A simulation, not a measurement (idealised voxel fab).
A process module follows: voxel double patterning.
Square cells of 5 nm make up the cross-section cut, whose width is 275 nm.
Cross-section format: a grid of square cells, given as bands from top to bottom; each band is one or more rows of cells. Per band: top height and bottom height in nm, followed by the left-to-right materials and their widths in nm; "full width" marks a single material spanning edge to edge, "empty" marks empty space. Beneath 0, the wafer as received is one material, and that level is where height counting begins. The lowest band goes on downward without a bottom; it is written like "z 0 and below". Width: "30->40" (first number = top row, second number = bottom row, same change from row to row of cells). Key: "nothing altered" - step with no changed cell in the cross-section. If an empty space has no open way to the top and is at least 8 cells in size, "Enclosed empty spaces" lists it, written width x height at distance, where distance is measured from the left edge and every value is in nm. The remark found on a step's line after its settings is issued by the simulator itself and pertains to that step. You can add "overlay nm" to a step's line. For a step with a mask, it describes how far the mask lay to the right of its planned position, and a negative number describes a lay to the left.
**The following list gives the planned process steps**
| 1 | op RECEIVE | material Si |
| 2 | op CONFORMAL_DEP | material SiO2 | thk nm 10 |
| 3 | op DIRECTIONAL_DEP | material W | thk nm 15 |
| 4 | op DIRECTIONAL_DEP | material SiCN | thk nm 5 |
| 5 | op PATTERN | tone open | mask id FIRST | material resist | width nm 15 | pitch nm 50 | thk nm 15 | overlay nm 0 |
| 6 | op DIRECTIONAL_ETCH | etch materials SiCN | depth nm 5 |
| 7 | op STRIP | etch materials resist |
| 8 | op PATTERN | tone open | mask id SECOND | material resist | width nm 15 | pitch nm 50 | thk nm 15 | overlay nm 0 |
| 9 | op DIRECTIONAL_ETCH | etch materials SiCN | depth nm 5 |
| 10 | op STRIP | etch materials resist |
| 11 | op DIRECTIONAL_ETCH | etch materials W | depth nm 15 |
| 12 | op STRIP | etch materials SiCN |
**Received-state cross-section, reflecting completion of step 1**
    z 0 and below | Si full width
    Enclosed empty spaces: none
**Cross-sectional view of the first of the two wafers upon completion of the module, processed in accordance with the plan**
    z 25 to 10 | W 80, empty 15, W 10, empty 15, W 10, empty 15, W 10, empty 15, W 10, empty 15, W 80
    z 10 to 0 | SiO2 full width
    z 0 and below | Si full width
    Enclosed empty spaces: none
**Module end: cross-section of wafer two of two. Same start and process plan as the first wafer. One mistake during execution**
    z 25 to 10 | W 80, empty 20, W 5, empty 15, W 10, empty 20, W 5, empty 15, W 10, empty 20, W 75
    z 10 to 0 | SiO2 full width
    z 0 and below | Si full width
    Enclosed empty spaces: none
The plan and the run diverged here: step 5 did not happen as planned, as run it was op PATTERN | tone open | mask id FIRST | material resist | width nm 20 | pitch nm 50 | thk nm 15 | overlay nm 0
It is noted that, at the conclusion of processing, the second wafer exhibits a higher or lower cell count for certain materials relative to the first: W: 9 fewer
